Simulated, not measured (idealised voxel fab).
process module | voxel fin reveal
cross-section cut | 285 nm wide | cells 5 nm
A cross-section is a grid of square cells, given in bands from the top down. A band is one or more rows of cells.
Each band's line starts with the height of the band's top and of its bottom, in nm. Then come its materials from left to right, each with its width in nm. One material with "throughout" fills the band from edge to edge. "air" is empty space.
Height 0 is the level under which the wafer as received is all one material. The lowest band goes on downwards, as in "0 down".
A width such as "30 to 40" changes by the same amount from each row of cells to the next, from the band's top row to its bottom row.
"no change" after a step means that no cell of the cross-section changed.
closed voids: empty space of 8 cells or more with no open way to the top, each as width x height at its distance from the left edge, in nm
after a step's settings: what the simulator itself notes on the step
overlay nm, on a step with a mask: how far to the right of its planned place the mask lay; to the left if negative
plan
1 op RECEIVE | material Si
2 op CONFORMAL_DEP | material SiN | thk nm 10
3 op MASKED_ETCH | tone cover | mask id FINS | width nm 15 | pitch nm 40 | etch materials SiN | depth nm 10 | overlay nm 0
4 op MASKED_ETCH | tone cover | mask id FINS | width nm 15 | pitch nm 40 | etch materials Si | depth nm 35 | overlay nm 0
5 op FILL_DEP | material SiO2 | thk nm 10
6 op CMP | height nm 10
7 op SELECTIVE_ETCH | etch materials SiO2 | depth nm 20
8 op STRIP | etch materials SiN
9 op CONFORMAL_DEP | material SiO2 | thk nm 5
as received, after step 1
  0 down: Si throughout
  closed voids: none
first wafer at the end, as planned
  5 to 0: air 90 | SiO2 25 | air 15 | SiO2 25 | air 15 | SiO2 25 | air 90
  0 to -5: air 90 | SiO2 5 | Si 15 | SiO2 5 | air 15 | SiO2 5 | Si 15 | SiO2 5 | air 15 | SiO2 5 | Si 15 | SiO2 5 | air 90
  -5 to -35: SiO2 95 | Si 15 | SiO2 25 | Si 15 | SiO2 25 | Si 15 | SiO2 95
  -35 down: Si throughout
  closed voids: none
second wafer at the end: like start, like plan, one mistake
  0 to -10: air 95 | Si 15 | air 25 | Si 15 | air 25 | Si 15 | air 95
  -10 to -35: SiO2 95 | Si 15 | SiO2 25 | Si 15 | SiO2 25 | Si 15 | SiO2 95
  -35 down: Si throughout
  closed voids: none
what went wrong: step 9 was left out
at the end the second wafer has, in cells: 69 fewer of SiO2
